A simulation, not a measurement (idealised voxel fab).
Title: Process Module voxel double patterning
Xsec cut, 260 nm wide, square cell size 5 nm.
If you're reading a cross-section in this doc, picture square cells in a grid; it comes to you as bands, top ones listed first down to the bottom, and a band can be one or more rows of cells.
Band: top and bottom heights (nm) first, top before bottom; then materials from left to right, widths in nm. "full width" marks a sole material filling the band edge to edge. "blank" denotes empty space.
Basically, 0 is our baseline, since under it the wafer straight out of the box is all one material. The bottom band has no lower end and keeps on going down, so it looks like "0 nm and below".
With a width like "30..40", each row of cells in the band differs from the next by the same amount, the top row carrying the first number and the bottom row the second.
You'll sometimes find "nothing got changed" written for a step, and that's the way of saying that nowhere in the cross-section did a cell change during that step.
Listed in "Tabulated closed voids": every empty space of 8 or more cells without an open way to the top. Form: width x height at distance, the distance being from the left edge, all in nm.
Where a step's line continues beyond its settings, the continuation is a remark by the simulator itself on that step.
Regarding "overlay nm": on a step with a mask, it is the distance the mask lay to the right of its planned place; a negative value places it to the left.

-- Process steps foreseen in the plan
| 1 | RECEIVE (material Si) |
| 2 | CONFORMAL_DEP (material SiO2; thk nm 10) |
| 3 | DIRECTIONAL_DEP (material TiN; thk nm 15) |
| 4 | DIRECTIONAL_DEP (material SiCN; thk nm 5) |
| 5 | MASKED_ETCH (tone open; mask id FIRST; width nm 15; pitch nm 50; etch materials SiCN; depth nm 5; overlay nm 0) |
| 6 | DIRECTIONAL_DEP (material aC; thk nm 15) |
| 7 | PATTERN (tone open; mask id SECOND; material resist; width nm 15; pitch nm 50; thk nm 35; overlay nm 0) |
| 8 | DIRECTIONAL_ETCH (etch materials aC; depth nm 15) |
| 9 | STRIP (etch materials resist) |
| 10 | DIRECTIONAL_ETCH (etch materials SiCN; depth nm 5) |
| 11 | STRIP (etch materials aC) |
| 12 | DIRECTIONAL_ETCH (etch materials TiN; depth nm 15) |
| 13 | STRIP (etch materials SiCN) |

-- as received, after step 1
* 0 nm and below | Si full width
* Tabulated closed voids: none

-- The first of two wafers, cross-sectioned at the end of the module, with the run proceeding as planned
* 25 nm to 10 nm | TiN: 70, blank: 15, TiN: 10, blank: 15, TiN: 10, blank: 15, TiN: 10, blank: 15, TiN: 10, blank: 15, TiN: 75
* 10 nm to 0 nm | SiO2 full width
* 0 nm and below | Si full width
* Tabulated closed voids: none

-- Wafer two (of two), end-of-module cross-section: start = wafer one, plan = wafer one, one run mistake
* 25 nm to 10 nm | TiN: 60, blank: 15, TiN: 20, blank: 30, TiN: 20, blank: 30, TiN: 85
* 10 nm to 0 nm | SiO2 full width
* 0 nm and below | Si full width
* Tabulated closed voids: none
Where did the run depart from the plan? so step 5 ended up running with a different setting than we planned, it ran as MASKED_ETCH (tone open; mask id FIRST; width nm 15; pitch nm 50; etch materials SiCN; depth nm 5; overlay nm -10)
The two final wafers agree on how many cells each material fills and disagree on which cells those are.
